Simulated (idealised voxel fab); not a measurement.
Name of the process module below: voxel fin reveal
cross-section cut | 180 nm wide | cells 5 nm
For the purposes of this document, a cross-section shall be understood as a grid of square cells, specified as bands listed in top-to-bottom order, each band consisting of one or more rows of cells. Look at the band entry: it leads with the top's height and the bottom's height in nm. Then it lists the materials left to right, with a width in nm for each. The word "all across" on a single material says that material fills the band edge to edge. The word "air" is empty space. All heights in this document are referenced to 0, defined as the level beneath which the wafer, as received, consists entirely of one material. The lowest band is not bounded below; it extends indefinitely downward and is written in the form "0 and below". With a width like "30..40", each row of cells in the band differs from the next by the same amount, the top row carrying the first number and the bottom row the second. The designation "remains unaltered", where it is given for a processing step, indicates that no cell of the cross-section was altered in the course of that step. So "Closed void table" is basically the list of trapped voids: any empty space of 8 cells or more that can't reach the top through an opening. They're written width x height at distance, the distance being from the left edge, and it's all nm. Heads up: the bit after the settings on a step's line is the simulator's remark on that step. A step line may carry the setting "overlay nm", which, for steps involving a mask, states the distance by which the mask lay to the right of its intended position; negative values denote displacement to the left.
Steps in the process plan:
1: RECEIVE, material Si
2: CONFORMAL_DEP, material SiN, thk nm 10
3: MASKED_ETCH, tone cover, mask id FINS, width nm 15, pitch nm 40, etch materials SiN, depth nm 10, overlay nm 0
4: MASKED_ETCH, tone cover, mask id FINS, width nm 15, pitch nm 40, etch materials Si, depth nm 30, overlay nm 0
5: FILL_DEP, material SiO2, thk nm 5
6: CMP, height nm 10
7: SELECTIVE_ETCH, etch materials SiO2, depth nm 25
8: STRIP, etch materials SiN
Account of the first of two wafers, which was processed as intended:
Cross-section of the wafer upon arrival, representing the state reached after step 1:
0 and below: Si all across
Closed void table: none
Cross-section of the wafer after step 2:
10 down to 0: SiN all across
Note: structure below 0 unchanged.
Cross-section of the wafer after step 3:
10 down to 0: air=60, then SiN=15, then air=25, then SiN=15, then air=65
Note: structure below 0 unchanged.
Cross-section of the wafer after step 4:
10 down to 0: air=60, then SiN=15, then air=25, then SiN=15, then air=65
0 down to -30: air=60, then Si=15, then air=25, then Si=15, then air=65
Note: structure below -30 unchanged.
Cross-section of the wafer after step 5:
15 down to 10: SiO2 all across
10 down to 0: SiO2=60, then SiN=15, then SiO2=25, then SiN=15, then SiO2=65
0 down to -30: SiO2=60, then Si=15, then SiO2=25, then Si=15, then SiO2=65
Note: structure below -30 unchanged.
Cross-section of the wafer after step 6:
10 down to 0: SiO2=60, then SiN=15, then SiO2=25, then SiN=15, then SiO2=65
Note: structure below 0 unchanged.
Cross-section of the wafer after step 7:
10 down to 0: air=60, then SiN=15, then air=25, then SiN=15, then air=65
0 down to -15: air=60, then Si=15, then air=25, then Si=15, then air=65
Note: structure below -15 unchanged.
Cross-section of the wafer after step 8:
0 down to -15: air=60, then Si=15, then air=25, then Si=15, then air=65
Note: structure below -15 unchanged.
Here the second wafer is described. Its start and its plan were those of the first wafer. Its run contained one mistake. Up to and including step 7, it did exactly what the first wafer did:
Second wafer, sectioned view, at step 8's planned end time: remains unaltered
What broke from the plan during processing? plan step 8 was not performed, having been skipped
Cell-count delta at end, second wafer over first, by material: SiN +12
